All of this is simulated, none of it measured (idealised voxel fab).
process module | voxel self aligned vias
cross-section cut | 285 nm wide | cells 5 nm
A cross-section is a grid of square cells, given in bands from the top down. A band is one or more rows of cells.
Each band's line starts with the height of the band's top and of its bottom, in nm. Then come its materials from left to right, each with its width in nm. One material with "throughout" fills the band from edge to edge. "air" is empty space.
Height 0 is the level under which the wafer as received is all one material. The lowest band goes on downwards, as in "0 down".
A width such as "30 to 40" changes by the same amount from each row of cells to the next, from the band's top row to its bottom row.
"no change" after a step means that no cell of the cross-section changed.
closed voids: empty space of 8 cells or more with no open way to the top, each as width x height at its distance from the left edge, in nm
after a step's settings: what the simulator itself notes on the step
overlay nm, on a step with a mask: how far to the right of its planned place the mask lay; to the left if negative
plan
1 op RECEIVE | material Si
2 op CONFORMAL_DEP | material SiO2 | thk nm 15
3 op CONFORMAL_DEP | material SiCN | thk nm 5
4 op DIRECTIONAL_DEP | material SiO2 | thk nm 25
5 op DIRECTIONAL_DEP | material aC | thk nm 10
6 op PATTERN | tone open | mask id LINES | material resist | width nm 20 | pitch nm 55 | thk nm 30 | overlay nm 0
7 op DIRECTIONAL_ETCH | etch materials aC | depth nm 10
8 op STRIP | etch materials resist
9 op DIRECTIONAL_ETCH | etch materials SiO2 | depth nm 25
10 op STRIP | etch materials aC
11 op CONFORMAL_DEP | material TiN | thk nm 5
12 op FILL_DEP | material Ru | thk nm 5
13 op CMP | height nm 45
14 op SELECTIVE_ETCH | etch materials W Ru TiN | depth nm 10
15 op FILL_DEP | material SiN | thk nm 10
16 op CMP | height nm 45
17 op DIRECTIONAL_DEP | material SiO2 | thk nm 20
18 op PATTERN | tone open | mask id VIAS | material resist | width nm 30 | pitch nm 55 | thk nm 15 | overlay nm 0
19 op DIRECTIONAL_ETCH | etch materials SiO2 | depth nm 20
20 op DIRECTIONAL_ETCH | etch materials SiN | depth nm 10
21 op STRIP | etch materials resist
22 op CONFORMAL_DEP | material TiN | thk nm 5
23 op FILL_DEP | material W | thk nm 10
24 op CMP | height nm 65
25 op CONFORMAL_DEP | material SiN | thk nm 5
as received, after step 1
  0 down: Si throughout
  closed voids: none
first wafer at the end, as planned
  70 to 65: SiN throughout
  65 to 50: SiO2 70 | TiN 5 | W 20 | TiN 5 | SiO2 25 | TiN 5 | W 20 | TiN 5 | SiO2 25 | TiN 5 | W 20 | TiN 5 | SiO2 75
  50 to 40: SiO2 70 to 75 | TiN 10 to 5 | W 10 | TiN 10 to 5 | SiO2 25 to 35 | TiN 10 to 5 | W 10 | TiN 10 to 5 | SiO2 25 to 35 | TiN 10 to 5 | W 10 | TiN 10 to 5 | SiO2 75 to 80
  40 to 35: SiO2 75 | TiN 20 | SiO2 35 | TiN 20 | SiO2 35 | TiN 20 | SiO2 80
  35 to 25: SiO2 75 | TiN 5 | Ru 10 | TiN 5 | SiO2 35 | TiN 5 | Ru 10 | TiN 5 | SiO2 35 | TiN 5 | Ru 10 | TiN 5 | SiO2 80
  25 to 20: SiO2 75 | TiN 20 | SiO2 35 | TiN 20 | SiO2 35 | TiN 20 | SiO2 80
  20 to 15: SiCN throughout
  15 to 0: SiO2 throughout
  0 down: Si throughout
  closed voids: none
second wafer at the end: like start, like plan, one mistake
  70 to 65: SiN throughout
  65 to 45: SiO2 70 | TiN 5 | W 20 | TiN 5 | SiO2 25 | TiN 5 | W 20 | TiN 5 | SiO2 25 | TiN 5 | W 20 | TiN 5 | SiO2 75
  45 to 40: SiN 70 | TiN 10 | W 10 | TiN 10 | SiN 25 | TiN 10 | W 10 | TiN 10 | SiN 25 | TiN 10 | W 10 | TiN 10 | SiN 75
  40 to 35: SiO2 75 | TiN 20 | SiO2 35 | TiN 20 | SiO2 35 | TiN 20 | SiO2 80
  35 to 20: SiO2 75 | TiN 5 | Ru 10 | TiN 5 | SiO2 35 | TiN 5 | Ru 10 | TiN 5 | SiO2 35 | TiN 5 | Ru 10 | TiN 5 | SiO2 80
  20 to 15: SiO2 75 | TiN 20 | SiO2 35 | TiN 20 | SiO2 35 | TiN 20 | SiO2 80
  15 to 0: SiO2 throughout
  0 down: Si throughout
  closed voids: none
what went wrong: step 3 was left out
at the end the second wafer has, in cells: 6 more of Ru | 57 fewer of SiCN | 39 more of SiN | 6 more of TiN | 6 more of W
